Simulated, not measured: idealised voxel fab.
process module | voxel gate over fins
cross-section cut | 240 nm wide | cells 5 nm
A cross-section is a grid of square cells, given in bands from the top down. A band is one or more rows of cells.
Each band's line starts with the height of the band's top and of its bottom, in nm. Then come its materials from left to right, each with its width in nm. One material with "throughout" fills the band from edge to edge. "air" is empty space.
Height 0 is the level under which the wafer as received is all one material. The lowest band goes on downwards, as in "0 down".
A width such as "30 to 40" changes by the same amount from each row of cells to the next, from the band's top row to its bottom row.
"no change" after a step means that no cell of the cross-section changed.
closed voids: empty space of 8 cells or more with no open way to the top, each as width x height at its distance from the left edge, in nm
after a step's settings: what the simulator itself notes on the step
overlay nm, on a step with a mask: how far to the right of its planned place the mask lay; to the left if negative
plan
1 op RECEIVE | material Si
2 op CONFORMAL_DEP | material SiN | thk nm 5
3 op PATTERN | tone cover | mask id FINS | material resist | width nm 15 | pitch nm 60 | thk nm 15 | overlay nm 0
4 op DIRECTIONAL_ETCH | etch materials SiN | depth nm 5
5 op DIRECTIONAL_ETCH | etch materials Si | depth nm 35
6 op STRIP | etch materials resist
7 op OXIDIZE | depth nm 5
8 op FILL_DEP | material SiO2 | thk nm 5
9 op CMP | height nm 5
10 op MASKED_ETCH | tone open | mask id RAIL | width nm 15 | etch materials SiO2 | depth nm 35 | overlay nm 0
11 op CONFORMAL_DEP | material TiN | thk nm 5
12 op FILL_DEP | material W | thk nm 5
13 op CMP | height nm 5
14 op SELECTIVE_ETCH | etch materials W Ru TiN | depth nm 25
15 op FILL_DEP | material SiO2 | thk nm 5
16 op CMP | height nm 5
17 op SELECTIVE_ETCH | etch materials SiO2 | depth nm 20
18 op STRIP | etch materials SiN
19 op CONFORMAL_DEP | material HfO2 | thk nm 5
20 op CONFORMAL_DEP | material TiN | thk nm 5
21 op FILL_DEP | material W | thk nm 15
22 op CMP | height nm 20
23 op CONFORMAL_DEP | material SiN | thk nm 5
as received, after step 1
  0 down: Si throughout
  closed voids: none
a wafer at the end: this start, this plan, one mistake
  25 to 20: SiN throughout
  20 to 10: W throughout
  10 to 5: W 45 | TiN 25 | W 35 | TiN 25 | W 35 | TiN 25 | W 50
  5 to 0: W 45 | TiN 5 | HfO2 15 | TiN 5 | W 35 | TiN 5 | HfO2 15 | TiN 5 | W 35 | TiN 5 | HfO2 15 | TiN 5 | W 50
  0 to -10: W 45 | TiN 5 | HfO2 5 | Si 5 | HfO2 5 | TiN 5 | W 35 | TiN 5 | HfO2 5 | Si 5 | HfO2 5 | TiN 5 | W 35 | TiN 5 | HfO2 5 | Si 5 | HfO2 5 | TiN 5 | W 50
  -10 to -15: W 45 | TiN 5 | HfO2 5 | Si 5 | HfO2 5 | TiN 45 | HfO2 5 | Si 5 | HfO2 5 | TiN 5 | W 35 | TiN 5 | HfO2 5 | Si 5 | HfO2 5 | TiN 5 | W 50
  -15 to -20: W 45 | TiN 5 | HfO2 5 | Si 5 | HfO2 5 | TiN 10 | HfO2 25 | TiN 10 | HfO2 5 | Si 5 | HfO2 5 | TiN 5 | W 35 | TiN 5 | HfO2 5 | Si 5 | HfO2 5 | TiN 5 | W 50
  -20 to -25: W 45 | TiN 5 | HfO2 5 | Si 5 | HfO2 5 | TiN 10 | HfO2 5 | TiN 5 | W 5 | TiN 5 | HfO2 5 | TiN 10 | HfO2 5 | Si 5 | HfO2 5 | TiN 5 | W 35 | TiN 5 | HfO2 5 | Si 5 | HfO2 5 | TiN 5 | W 50
  -25 to -30: TiN 50 | HfO2 5 | Si 5 | HfO2 5 | TiN 10 | HfO2 5 | TiN 15 | HfO2 5 | TiN 10 | HfO2 5 | Si 5 | HfO2 5 | TiN 45 | HfO2 5 | Si 5 | HfO2 5 | TiN 55
  -30 to -35: HfO2 55 | Si 5 | HfO2 25 | SiO2 5 | HfO2 25 | Si 5 | HfO2 55 | Si 5 | HfO2 60
  -35 to -40: SiO2 55 | Si 5 | SiO2 55 | Si 5 | SiO2 55 | Si 5 | SiO2 60
  -40 down: Si throughout
  closed voids: none
what went wrong: step 17 was run twice
